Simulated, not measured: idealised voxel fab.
Documented hereafter: the process module known as voxel wiring stack.
The width of the displayed cross-section, cut, is 145 nm; its cells are square, with a size of 5 nm.
Bands, listed from the top down, are how a cross-section gets written in this document; the cross-section itself is a grid of square cells, and a band is one or more rows of them. What a band's entry tells you: where the top is and where the bottom is, as heights in nm, and after that what lies inside, material by material from left to right, each with its width in nm. Empty space is written as the word "air", and a single material marked with the word "all across" occupies the band from edge to edge. We count height from 0. Below that, the starting wafer is all one material. The lowest band never ends at the bottom but goes on down; see "0..down" for how that is written. Width: "30->40" (first number = top row, second number = bottom row, same change from row to row of cells). The cross-section has no changed cell in any step marked "remained unchanged". Basically, "Sealed voids" tells you about the enclosed voids: empty spaces with no open way to the top, 8 cells or bigger, each written width x height at distance, where distance is from the left edge, all in nm. It should be noted that, on the line of a given step, the content following the step's settings is a remark produced by the simulator itself with respect to that step. overlay nm: right-of-plan distance of the mask on a masked step; negative values mean left-of-plan.
**Listed below are the process steps as planned**
1,RECEIVE: material Si
2,CONFORMAL_DEP: material SiO2, thk nm 15
3,DIRECTIONAL_DEP: material TiN, thk nm 5
4,DIRECTIONAL_DEP: material W, thk nm 15
5,MASKED_ETCH: tone cover, mask id METAL_1, width nm 30, pitch nm 60, etch materials W, depth nm 15, overlay nm 0
6,MASKED_ETCH: tone cover, mask id METAL_1, width nm 30, pitch nm 60, etch materials TiN, depth nm 5, overlay nm 0
7,FILL_DEP: material SiO2, thk nm 5
8,CMP: height nm 35
9,CONFORMAL_DEP: material SiCN, thk nm 5
10,DIRECTIONAL_DEP: material SiO2, thk nm 10
11,MASKED_ETCH: tone open, mask id PLUG_1, width nm 15, etch materials SiO2, depth nm 10, overlay nm 0
12,MASKED_ETCH: tone open, mask id PLUG_1, width nm 15, etch materials SiCN, depth nm 5, overlay nm 0
13,CONFORMAL_DEP: material TiN, thk nm 5
14,FILL_DEP: material Cu, thk nm 5
15,CMP: height nm 50
16,CONFORMAL_DEP: material SiN, thk nm 5
17,DIRECTIONAL_DEP: material lowk, thk nm 15
18,MASKED_ETCH: tone open, mask id METAL_2, width nm 30, pitch nm 60, etch materials lowk, depth nm 15, overlay nm 0
19,MASKED_ETCH: tone open, mask id METAL_2, width nm 30, pitch nm 60, etch materials SiN, depth nm 5, overlay nm 0
20,CONFORMAL_DEP: material TiN, thk nm 5
21,FILL_DEP: material Cu, thk nm 10
22,CMP: height nm 70
23,CONFORMAL_DEP: material SiCN, thk nm 5
24,DIRECTIONAL_DEP: material lowk, thk nm 30
25,MASKED_ETCH: tone open, mask id METAL_3, width nm 30, pitch nm 60, etch materials lowk, depth nm 15, overlay nm 0
26,MASKED_ETCH: tone open, mask id METAL_3_HOLES, width nm 15, etch materials lowk, depth nm 15, overlay nm 0
27,MASKED_ETCH: tone open, mask id METAL_3_HOLES, width nm 15, etch materials SiCN, depth nm 5, overlay nm 0
28,CONFORMAL_DEP: material TiN, thk nm 5
29,FILL_DEP: material Cu, thk nm 10
30,CMP: height nm 105
31,CONFORMAL_DEP: material SiCN, thk nm 5
32,DIRECTIONAL_DEP: material lowk, thk nm 10
33,DIRECTIONAL_DEP: material aC, thk nm 15
34,PATTERN: tone open, mask id PLUG_3, material resist, width nm 15, thk nm 30, overlay nm 0
35,DIRECTIONAL_ETCH: etch materials aC, depth nm 15
36,STRIP: etch materials resist
37,DIRECTIONAL_ETCH: etch materials lowk, depth nm 10
38,DIRECTIONAL_ETCH: etch materials SiCN, depth nm 5
39,STRIP: etch materials aC
40,EPI: material Ru, thk nm 10
41,EPI: material Ru, thk nm 5
42,DIRECTIONAL_DEP: material TiN, thk nm 5
43,DIRECTIONAL_DEP: material W, thk nm 15
44,PATTERN: tone cover, mask id METAL_4, material resist, width nm 30, pitch nm 60, thk nm 20, overlay nm 0
45,DIRECTIONAL_ETCH: etch materials W, depth nm 15
46,DIRECTIONAL_ETCH: etch materials TiN, depth nm 5
47,STRIP: etch materials resist
48,FILL_DEP: material SiO2, thk nm 5
49,CMP: height nm 140
50,CONFORMAL_DEP: material SiCN, thk nm 5
**Cross-section of the incoming wafer, state after step 1**
* 0..down | Si all across
* Sealed voids: none
**Cross-sectional image of the first of two wafers at the end of the module, the run having proceeded as planned**
* 145..140 | SiCN all across
* 140..125 | 25 SiO2  30 W  30 SiO2  30 W  30 SiO2
* 125..120 | 25 SiO2  30 TiN  30 SiO2  30 TiN  30 SiO2
* 120..110 | 25 lowk  15 Ru  105 lowk
* 110..105 | 25 SiCN  15 Ru  105 SiCN
* 105..95 | 25 lowk  5 TiN  20 Cu  5 TiN  30 lowk  5 TiN  20 Cu  5 TiN  30 lowk
* 95..90 | 25 lowk  5 TiN  5 Cu  20 TiN  30 lowk  30 TiN  30 lowk
* 90..75 | 25 lowk  5 TiN  5 Cu  5 TiN  105 lowk
* 75..70 | 25 SiCN  15 TiN  105 SiCN
* 70..55 | 25 lowk  5 TiN  20 Cu  5 TiN  30 lowk  5 TiN  20 Cu  5 TiN  30 lowk
* 55..50 | 25 SiN  30 TiN  30 SiN  30 TiN  30 SiN
* 50..40 | 25 SiO2  5 TiN  5 Cu  5 TiN  105 SiO2
* 40..35 | 25 SiCN  15 TiN  105 SiCN
* 35..20 | 25 SiO2  30 W  30 SiO2  30 W  30 SiO2
* 20..15 | 25 SiO2  30 TiN  30 SiO2  30 TiN  30 SiO2
* 15..0 | SiO2 all across
* 0..down | Si all across
* Sealed voids: none
**Cross-section of the latter of the two wafers at module completion. It had an identical start and an identical plan to the former; in running it, one mistake was made**
* 145..140 | SiCN all across
* 140..125 | lowk all across
* 125..120 | TiN all across
* 120..110 | 25 lowk  15 Ru  105 lowk
* 110..105 | 25 SiCN  15 Ru  105 SiCN
* 105..95 | 25 lowk  5 TiN  20 Cu  5 TiN  30 lowk  5 TiN  20 Cu  5 TiN  30 lowk
* 95..90 | 25 lowk  5 TiN  5 Cu  20 TiN  30 lowk  30 TiN  30 lowk
* 90..75 | 25 lowk  5 TiN  5 Cu  5 TiN  105 lowk
* 75..70 | 25 SiCN  15 TiN  105 SiCN
* 70..55 | 25 lowk  5 TiN  20 Cu  5 TiN  30 lowk  5 TiN  20 Cu  5 TiN  30 lowk
* 55..50 | 25 SiN  30 TiN  30 SiN  30 TiN  30 SiN
* 50..40 | 25 SiO2  5 TiN  5 Cu  5 TiN  105 SiO2
* 40..35 | 25 SiCN  15 TiN  105 SiCN
* 35..20 | 25 SiO2  30 W  30 SiO2  30 W  30 SiO2
* 20..15 | 25 SiO2  30 TiN  30 SiO2  30 TiN  30 SiO2
* 15..0 | SiO2 all across
* 0..down | Si all across
* Sealed voids: none
Deviation noted in wafer processing: note that step 43 departed from the planned setting and was carried out as DIRECTIONAL_DEP: material lowk, thk nm 15
The final cell counts differ between the wafers, with the second having more or fewer of some materials than the first: 68 fewer of SiO2, 17 more of TiN, 36 fewer of W, 87 more of lowk
